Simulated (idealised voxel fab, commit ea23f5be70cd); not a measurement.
A process module follows: voxel gate over fins.
Cross-sectional view cut (width: 165 nm; square cell size: 5 nm).
Throughout this document, each cross-section is represented as a grid of square cells and is presented as a sequence of bands enumerated from the top downward, where a band comprises one or more rows of cells. For a band, the entry starts with two heights in nm, that of the top and then that of the bottom, and carries on with the band's materials in order from left to right, each alongside its width in nm; the word "all across" beside a single material means it fills the band edge to edge, and "empty" means empty space. For the purposes of this specification, 0 denotes the height below which the wafer in its as-received condition is composed wholly of one material, and the lowermost band, lacking a lower limit, extends downward without end, as expressed in "0 -> down". Width spec "30->40" -> top row of cells at first value, bottom row at second value, equal per-row change in between. "nothing got changed" means the step left every cell of the cross-section as it was. Voids not open to the top, 8 cells minimum: see "Closed void table". Written width x height at distance; distance is from the left edge; nm. Past the settings on a step's line: simulator remark, on that step. overlay nm: step with mask; distance mask lay right of planned place; negative value = left of planned place.
Below is the list of planned process steps:
- 1: RECEIVE: material Si
- 2: CONFORMAL_DEP: material SiN, thk nm 5
- 3: MASKED_ETCH: tone cover, mask id FINS, width nm 15, pitch nm 55, etch materials SiN, depth nm 5, overlay nm 0
- 4: MASKED_ETCH: tone cover, mask id FINS, width nm 15, pitch nm 55, etch materials Si, depth nm 40, overlay nm 0
- 5: OXIDIZE: depth nm 5
- 6: FILL_DEP: material SiO2, thk nm 15
- 7: CMP: height nm 5
- 8: PATTERN: tone open, mask id RAIL, material resist, width nm 15, thk nm 15, overlay nm 0
- 9: DIRECTIONAL_ETCH: etch materials SiO2, depth nm 40
- 10: STRIP: etch materials resist
- 11: CONFORMAL_DEP: material TiN, thk nm 5
- 12: FILL_DEP: material W, thk nm 5
- 13: CMP: height nm 5
- 14: SELECTIVE_ETCH: etch materials W Ru TiN, depth nm 25
- 15: FILL_DEP: material SiO2, thk nm 5
- 16: CMP: height nm 5
- 17: SELECTIVE_ETCH: etch materials SiO2, depth nm 15
- 18: STRIP: etch materials SiN
- 19: CONFORMAL_DEP: material HfO2, thk nm 5
- 20: CONFORMAL_DEP: material TiN, thk nm 5
- 21: CONFORMAL_DEP: material TiAl, thk nm 5
- 22: CONFORMAL_DEP: material TiN, thk nm 5
- 23: FILL_DEP: material W, thk nm 15
- 24: CMP: height nm 30
- 25: CONFORMAL_DEP: material SiN, thk nm 5
What follows covers the first of two wafers; it ran as planned:
Wafer as received: cross-section following step 1:
> 0 -> down = Si all across
> Closed void table: none
How the wafer stands in section after step 2:
> 5 -> 0 = SiN all across
> below 0: unchanged
How the wafer stands in section after step 3:
> 5 -> 0 = empty (45), then SiN (15), then empty (40), then SiN (15), then empty (50)
> below 0: unchanged
How the wafer stands in section after step 4:
> 5 -> 0 = empty (45), then SiN (15), then empty (40), then SiN (15), then empty (50)
> 0 -> -40 = empty (45), then Si (15), then empty (40), then Si (15), then empty (50)
> below -40: unchanged
How the wafer stands in section after step 5:
> 5 -> 0 = empty (45), then SiN (15), then empty (40), then SiN (15), then empty (50)
> 0 -> -40 = empty (45), then SiO2 (5), then Si (5), then SiO2 (5), then empty (40), then SiO2 (5), then Si (5), then SiO2 (5), then empty (50)
> -40 -> -45 = SiO2 (50), then Si (5), then SiO2 (50), then Si (5), then SiO2 (55)
> below -45: unchanged
How the wafer stands in section after step 6:
> 20 -> 5 = SiO2 all across
> 5 -> 0 = SiO2 (45), then SiN (15), then SiO2 (40), then SiN (15), then SiO2 (50)
> 0 -> -45 = SiO2 (50), then Si (5), then SiO2 (50), then Si (5), then SiO2 (55)
> below -45: unchanged
How the wafer stands in section after step 7:
> 5 -> 0 = SiO2 (45), then SiN (15), then SiO2 (40), then SiN (15), then SiO2 (50)
> below 0: unchanged
How the wafer stands in section after step 8:
> 20 -> 5 = resist (70), then empty (15), then resist (80)
> below 5: unchanged
How the wafer stands in section after step 9:
> 20 -> 5 = resist (70), then empty (15), then resist (80)
> 5 -> 0 = SiO2 (45), then SiN (15), then SiO2 (10), then empty (15), then SiO2 (15), then SiN (15), then SiO2 (50)
> 0 -> -35 = SiO2 (50), then Si (5), then SiO2 (15), then empty (15), then SiO2 (20), then Si (5), then SiO2 (55)
> below -35: unchanged
How the wafer stands in section after step 10:
> 5 -> 0 = SiO2 (45), then SiN (15), then SiO2 (10), then empty (15), then SiO2 (15), then SiN (15), then SiO2 (50)
> below 0: unchanged
How the wafer stands in section after step 11:
> 10 -> 5 = TiN (75), then empty (5), then TiN (85)
> 5 -> 0 = SiO2 (45), then SiN (15), then SiO2 (10), then TiN (5), then empty (5), then TiN (5), then SiO2 (15), then SiN (15), then SiO2 (50)
> 0 -> -30 = SiO2 (50), then Si (5), then SiO2 (15), then TiN (5), then empty (5), then TiN (5), then SiO2 (20), then Si (5), then SiO2 (55)
> -30 -> -35 = SiO2 (50), then Si (5), then SiO2 (15), then TiN (15), then SiO2 (20), then Si (5), then SiO2 (55)
> below -35: unchanged
How the wafer stands in section after step 12:
> 15 -> 10 = W all across
> 10 -> 5 = TiN (75), then W (5), then TiN (85)
> 5 -> 0 = SiO2 (45), then SiN (15), then SiO2 (10), then TiN (5), then W (5), then TiN (5), then SiO2 (15), then SiN (15), then SiO2 (50)
> 0 -> -30 = SiO2 (50), then Si (5), then SiO2 (15), then TiN (5), then W (5), then TiN (5), then SiO2 (20), then Si (5), then SiO2 (55)
> below -30: unchanged
How the wafer stands in section after step 13:
> 5 -> 0 = SiO2 (45), then SiN (15), then SiO2 (10), then TiN (5), then W (5), then TiN (5), then SiO2 (15), then SiN (15), then SiO2 (50)
> below 0: unchanged
How the wafer stands in section after step 14:
> 5 -> 0 = SiO2 (45), then SiN (15), then SiO2 (10), then empty (15), then SiO2 (15), then SiN (15), then SiO2 (50)
> 0 -> -20 = SiO2 (50), then Si (5), then SiO2 (15), then empty (15), then SiO2 (20), then Si (5), then SiO2 (55)
> below -20: unchanged
How the wafer stands in section after step 15:
> 10 -> 5 = SiO2 all across
> 5 -> 0 = SiO2 (45), then SiN (15), then SiO2 (40), then SiN (15), then SiO2 (50)
> 0 -> -20 = SiO2 (50), then Si (5), then SiO2 (50), then Si (5), then SiO2 (55)
> below -20: unchanged
How the wafer stands in section after step 16:
> 5 -> 0 = SiO2 (45), then SiN (15), then SiO2 (40), then SiN (15), then SiO2 (50)
> below 0: unchanged
How the wafer stands in section after step 17:
> 5 -> 0 = empty (45), then SiN (15), then empty (40), then SiN (15), then empty (50)
> 0 -> -10 = empty (50), then Si (5), then empty (50), then Si (5), then empty (55)
> below -10: unchanged
How the wafer stands in section after step 18:
> 0 -> -10 = empty (50), then Si (5), then empty (50), then Si (5), then empty (55)
> below -10: unchanged
How the wafer stands in section after step 19:
> 5 -> 0 = empty (45), then HfO2 (15), then empty (40), then HfO2 (15), then empty (50)
> 0 -> -5 = empty (45), then HfO2 (5), then Si (5), then HfO2 (5), then empty (40), then HfO2 (5), then Si (5), then HfO2 (5), then empty (50)
> -5 -> -10 = HfO2 (50), then Si (5), then HfO2 (50), then Si (5), then HfO2 (55)
> below -10: unchanged
How the wafer stands in section after step 20:
> 10 -> 5 = empty (40), then TiN (25), then empty (30), then TiN (25), then empty (45)
> 5 -> 0 = empty (40), then TiN (5), then HfO2 (15), then TiN (5), then empty (30), then TiN (5), then HfO2 (15), then TiN (5), then empty (45)
> 0 -> -5 = TiN (45), then HfO2 (5), then Si (5), then HfO2 (5), then TiN (40), then HfO2 (5), then Si (5), then HfO2 (5), then TiN (50)
> below -5: unchanged
How the wafer stands in section after step 21:
> 15 -> 10 = empty (35), then TiAl (35), then empty (20), then TiAl (35), then empty (40)
> 10 -> 5 = empty (35), then TiAl (5), then TiN (25), then TiAl (5), then empty (20), then TiAl (5), then TiN (25), then TiAl (5), then empty (40)
> 5 -> 0 = TiAl (40), then TiN (5), then HfO2 (15), then TiN (5), then TiAl (30), then TiN (5), then HfO2 (15), then TiN (5), then TiAl (45)
> below 0: unchanged
How the wafer stands in section after step 22:
> 20 -> 15 = empty (30), then TiN (45), then empty (10), then TiN (45), then empty (35)
> 15 -> 10 = empty (30), then TiN (5), then TiAl (35), then TiN (5), then empty (10), then TiN (5), then TiAl (35), then TiN (5), then empty (35)
> 10 -> 5 = TiN (35), then TiAl (5), then TiN (25), then TiAl (5), then TiN (20), then TiAl (5), then TiN (25), then TiAl (5), then TiN (40)
> below 5: unchanged
How the wafer stands in section after step 23:
> 35 -> 20 = W all across
> 20 -> 15 = W (30), then TiN (45), then W (10), then TiN (45), then W (35)
> 15 -> 10 = W (30), then TiN (5), then TiAl (35), then TiN (5), then W (10), then TiN (5), then TiAl (35), then TiN (5), then W (35)
> below 10: unchanged
How the wafer stands in section after step 24:
> 30 -> 20 = W all across
> below 20: unchanged
How the wafer stands in section after step 25:
> 35 -> 30 = SiN all across
> below 30: unchanged
Second wafer. Start and plan as for the first. One mistake made in running. Agrees with the first up to and including step 3:
when step 4 should have ended:
> 5 -> 0 = empty (45), then SiN (15), then empty (40), then SiN (15), then empty (50)
> 0 -> -45 = empty (45), then Si (15), then empty (40), then Si (15), then empty (50)
> below -45: unchanged
when step 5 should have ended:
> 5 -> 0 = empty (45), then SiN (15), then empty (40), then SiN (15), then empty (50)
> 0 -> -45 = empty (45), then SiO2 (5), then Si (5), then SiO2 (5), then empty (40), then SiO2 (5), then Si (5), then SiO2 (5), then empty (50)
> -45 -> -50 = SiO2 (50), then Si (5), then SiO2 (50), then Si (5), then SiO2 (55)
> below -50: unchanged
when step 6 should have ended:
> 20 -> 5 = SiO2 all across
> 5 -> 0 = SiO2 (45), then SiN (15), then SiO2 (40), then SiN (15), then SiO2 (50)
> 0 -> -50 = SiO2 (50), then Si (5), then SiO2 (50), then Si (5), then SiO2 (55)
> below -50: unchanged
when step 7 should have ended:
> 5 -> 0 = SiO2 (45), then SiN (15), then SiO2 (40), then SiN (15), then SiO2 (50)
> below 0: unchanged
when step 8 should have ended:
> 20 -> 5 = resist (70), then empty (15), then resist (80)
> below 5: unchanged
when step 9 should have ended:
> 20 -> 5 = resist (70), then empty (15), then resist (80)
> 5 -> 0 = SiO2 (45), then SiN (15), then SiO2 (10), then empty (15), then SiO2 (15), then SiN (15), then SiO2 (50)
> 0 -> -35 = SiO2 (50), then Si (5), then SiO2 (15), then empty (15), then SiO2 (20), then Si (5), then SiO2 (55)
> below -35: unchanged
when step 10 should have ended:
> 5 -> 0 = SiO2 (45), then SiN (15), then SiO2 (10), then empty (15), then SiO2 (15), then SiN (15), then SiO2 (50)
> below 0: unchanged
when step 11 should have ended:
> 10 -> 5 = TiN (75), then empty (5), then TiN (85)
> 5 -> 0 = SiO2 (45), then SiN (15), then SiO2 (10), then TiN (5), then empty (5), then TiN (5), then SiO2 (15), then SiN (15), then SiO2 (50)
> 0 -> -30 = SiO2 (50), then Si (5), then SiO2 (15), then TiN (5), then empty (5), then TiN (5), then SiO2 (20), then Si (5), then SiO2 (55)
> -30 -> -35 = SiO2 (50), then Si (5), then SiO2 (15), then TiN (15), then SiO2 (20), then Si (5), then SiO2 (55)
> below -35: unchanged
when step 12 should have ended:
> 15 -> 10 = W all across
> 10 -> 5 = TiN (75), then W (5), then TiN (85)
> 5 -> 0 = SiO2 (45), then SiN (15), then SiO2 (10), then TiN (5), then W (5), then TiN (5), then SiO2 (15), then SiN (15), then SiO2 (50)
> 0 -> -30 = SiO2 (50), then Si (5), then SiO2 (15), then TiN (5), then W (5), then TiN (5), then SiO2 (20), then Si (5), then SiO2 (55)
> below -30: unchanged
when step 13 should have ended:
> 5 -> 0 = SiO2 (45), then SiN (15), then SiO2 (10), then TiN (5), then W (5), then TiN (5), then SiO2 (15), then SiN (15), then SiO2 (50)
> below 0: unchanged
when step 14 should have ended:
> 5 -> 0 = SiO2 (45), then SiN (15), then SiO2 (10), then empty (15), then SiO2 (15), then SiN (15), then SiO2 (50)
> 0 -> -20 = SiO2 (50), then Si (5), then SiO2 (15), then empty (15), then SiO2 (20), then Si (5), then SiO2 (55)
> below -20: unchanged
when step 15 should have ended:
> 10 -> 5 = SiO2 all across
> 5 -> 0 = SiO2 (45), then SiN (15), then SiO2 (40), then SiN (15), then SiO2 (50)
> 0 -> -20 = SiO2 (50), then Si (5), then SiO2 (50), then Si (5), then SiO2 (55)
> below -20: unchanged
when step 16 should have ended:
> 5 -> 0 = SiO2 (45), then SiN (15), then SiO2 (40), then SiN (15), then SiO2 (50)
> below 0: unchanged
when step 17 should have ended:
> 5 -> 0 = empty (45), then SiN (15), then empty (40), then SiN (15), then empty (50)
> 0 -> -10 = empty (50), then Si (5), then empty (50), then Si (5), then empty (55)
> below -10: unchanged
when step 18 should have ended:
> 0 -> -10 = empty (50), then Si (5), then empty (50), then Si (5), then empty (55)
> below -10: unchanged
when step 19 should have ended:
> 5 -> 0 = empty (45), then HfO2 (15), then empty (40), then HfO2 (15), then empty (50)
> 0 -> -5 = empty (45), then HfO2 (5), then Si (5), then HfO2 (5), then empty (40), then HfO2 (5), then Si (5), then HfO2 (5), then empty (50)
> -5 -> -10 = HfO2 (50), then Si (5), then HfO2 (50), then Si (5), then HfO2 (55)
> below -10: unchanged
when step 20 should have ended:
> 10 -> 5 = empty (40), then TiN (25), then empty (30), then TiN (25), then empty (45)
> 5 -> 0 = empty (40), then TiN (5), then HfO2 (15), then TiN (5), then empty (30), then TiN (5), then HfO2 (15), then TiN (5), then empty (45)
> 0 -> -5 = TiN (45), then HfO2 (5), then Si (5), then HfO2 (5), then TiN (40), then HfO2 (5), then Si (5), then HfO2 (5), then TiN (50)
> below -5: unchanged
when step 21 should have ended:
> 15 -> 10 = empty (35), then TiAl (35), then empty (20), then TiAl (35), then empty (40)
> 10 -> 5 = empty (35), then TiAl (5), then TiN (25), then TiAl (5), then empty (20), then TiAl (5), then TiN (25), then TiAl (5), then empty (40)
> 5 -> 0 = TiAl (40), then TiN (5), then HfO2 (15), then TiN (5), then TiAl (30), then TiN (5), then HfO2 (15), then TiN (5), then TiAl (45)
> below 0: unchanged
when step 22 should have ended:
> 20 -> 15 = empty (30), then TiN (45), then empty (10), then TiN (45), then empty (35)
> 15 -> 10 = empty (30), then TiN (5), then TiAl (35), then TiN (5), then empty (10), then TiN (5), then TiAl (35), then TiN (5), then empty (35)
> 10 -> 5 = TiN (35), then TiAl (5), then TiN (25), then TiAl (5), then TiN (20), then TiAl (5), then TiN (25), then TiAl (5), then TiN (40)
> below 5: unchanged
when step 23 should have ended:
> 35 -> 20 = W all across
> 20 -> 15 = W (30), then TiN (45), then W (10), then TiN (45), then W (35)
> 15 -> 10 = W (30), then TiN (5), then TiAl (35), then TiN (5), then W (10), then TiN (5), then TiAl (35), then TiN (5), then W (35)
> below 10: unchanged
when step 24 should have ended:
> 30 -> 20 = W all across
> below 20: unchanged
when step 25 should have ended:
> 35 -> 30 = SiN all across
> below 30: unchanged
Processing error: contrary to plan, step 4 was performed as MASKED_ETCH: tone cover, mask id FINS, width nm 15, pitch nm 55, etch materials Si, depth nm 45, overlay nm 0
Heads up, by the end the second wafer has more or fewer cells of some materials compared to the first: Si -31, SiO2 +31
